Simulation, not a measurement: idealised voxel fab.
The name of this process module is voxel capacitor over wiring.
Section shown: cut. Width: 245 nm. Cell size: 5 nm, square.
When this document writes out a cross-section, it uses a grid of square cells and lists it as bands, beginning at the top and moving down, with a band standing for one or more rows of cells.
Per band: top height and bottom height in nm, followed by the left-to-right materials and their widths in nm; "throughout" marks a single material spanning edge to edge, "blank" marks empty space.
Below 0: as-received wafer, all one material; heights counted from there. Lowest band: no bottom, goes on down, written "z 0 and below".
Quick explanation for "30->40": the width changes in equal steps down the rows of cells, from the first number in the band's top row to the second number in its bottom row.
It should be understood that the words "no alteration", when stated for a given step, signify that the cross-section underwent no change in any of its cells during that step.
If an empty space has no open way to the top and is at least 8 cells in size, "Voids, sealed" lists it, written width x height at distance, where distance is measured from the left edge and every value is in nm.
Past the settings on a step's line: simulator remark, on that step.
overlay nm: on a step with a mask, how far right of its planned place the mask lay; negative means left.

Planned step list for the process:
1 RECEIVE with material Si
2 CONFORMAL_DEP with material SiO2, thk nm 10
3 CONFORMAL_DEP with material SiN, thk nm 5
4 DIRECTIONAL_DEP with material SiO2, thk nm 15
5 PATTERN with tone open, mask id METAL_1, material resist, width nm 30, pitch nm 95, thk nm 20, overlay nm 0
6 DIRECTIONAL_ETCH with etch materials SiO2, depth nm 15
7 DIRECTIONAL_ETCH with etch materials SiN, depth nm 5
8 STRIP with etch materials resist
9 CONFORMAL_DEP with material TiN, thk nm 5
10 FILL_DEP with material W, thk nm 5
11 CMP with height nm 30
12 EPI with material Ru, thk nm 5
13 FILL_DEP with material SiCN, thk nm 5
14 DIRECTIONAL_DEP with material lowk, thk nm 20
15 DIRECTIONAL_DEP with material aC, thk nm 10
16 PATTERN with tone open, mask id PLUG_1, material resist, width nm 15, thk nm 30, overlay nm 0
17 DIRECTIONAL_ETCH with etch materials aC, depth nm 10
18 STRIP with etch materials resist
19 DIRECTIONAL_ETCH with etch materials lowk, depth nm 20
20 DIRECTIONAL_ETCH with etch materials SiCN, depth nm 5
21 STRIP with etch materials aC
22 EPI with material Ru, thk nm 10
23 EPI with material Ru, thk nm 10
24 EPI with material Ru, thk nm 5
25 DIRECTIONAL_DEP with material TiN, thk nm 5
26 DIRECTIONAL_DEP with material Al2O3, thk nm 5
27 DIRECTIONAL_DEP with material TiN, thk nm 5
28 PATTERN with tone cover, mask id UPPER_PLATE, material resist, width nm 70, thk nm 20, overlay nm 0
29 DIRECTIONAL_ETCH with etch materials TiN, depth nm 5
30 DIRECTIONAL_ETCH with etch materials Al2O3, depth nm 5
31 STRIP with etch materials resist
32 DIRECTIONAL_DEP with material aC, thk nm 10
33 PATTERN with tone cover, mask id LOWER_PLATE, material resist, width nm 80, thk nm 30, overlay nm 0
34 DIRECTIONAL_ETCH with etch materials aC, depth nm 10
35 STRIP with etch materials resist
36 DIRECTIONAL_ETCH with etch materials TiN, depth nm 5
37 STRIP with etch materials aC
38 FILL_DEP with material SiO2, thk nm 15
39 CMP with height nm 85
40 PATTERN with tone open, mask id PLUG_2, material resist, width nm 15, thk nm 15, overlay nm 0
41 DIRECTIONAL_ETCH with etch materials SiO2, depth nm 10
42 STRIP with etch materials resist
43 CONFORMAL_DEP with material TiN, thk nm 5
44 FILL_DEP with material Cu, thk nm 5
45 CMP with height nm 85
46 CONFORMAL_DEP with material SiCN, thk nm 5

Shown in cross-section is the wafer as received, that is, as it stands after step 1:
* z 0 and below = Si throughout
* Voids, sealed: none

Cross-section at module end, one run error; start and plan unchanged from above:
* z 90 to 85 = SiCN throughout
* z 85 to 80 = SiO2 85 nm, TiN 5 nm, Cu 5 nm, TiN 5 nm, SiO2 145 nm
* z 80 to 70 = SiO2 85->75 nm, TiN 15->70 nm, SiO2 145->100 nm
* z 70 to 65 = SiO2 75 nm, Al2O3 70 nm, SiO2 100 nm
* z 65 to 60 = SiO2 70 nm, TiN 80 nm, SiO2 95 nm
* z 60 to 40 = lowk 75 nm, Ru 15 nm, lowk 155 nm
* z 40 to 35 = SiCN 75 nm, Ru 15 nm, SiCN 155 nm
* z 35 to 30 = Ru 65 nm, SiCN 20 nm, Ru 75 nm, SiCN 20 nm, Ru 65 nm
* z 30 to 15 = W 55 nm, TiN 5 nm, SiO2 30 nm, TiN 5 nm, W 55 nm, TiN 5 nm, SiO2 30 nm, TiN 5 nm, W 55 nm
* z 15 to 10 = TiN 60 nm, SiN 30 nm, TiN 65 nm, SiN 30 nm, TiN 60 nm
* z 10 to 0 = SiO2 throughout
* z 0 and below = Si throughout
* Voids, sealed: none
What broke from the plan during processing? step 5 ran differently from the plan; actual operation with settings: PATTERN with tone cover, mask id METAL_1, material resist, width nm 30, pitch nm 95, thk nm 20, overlay nm 0
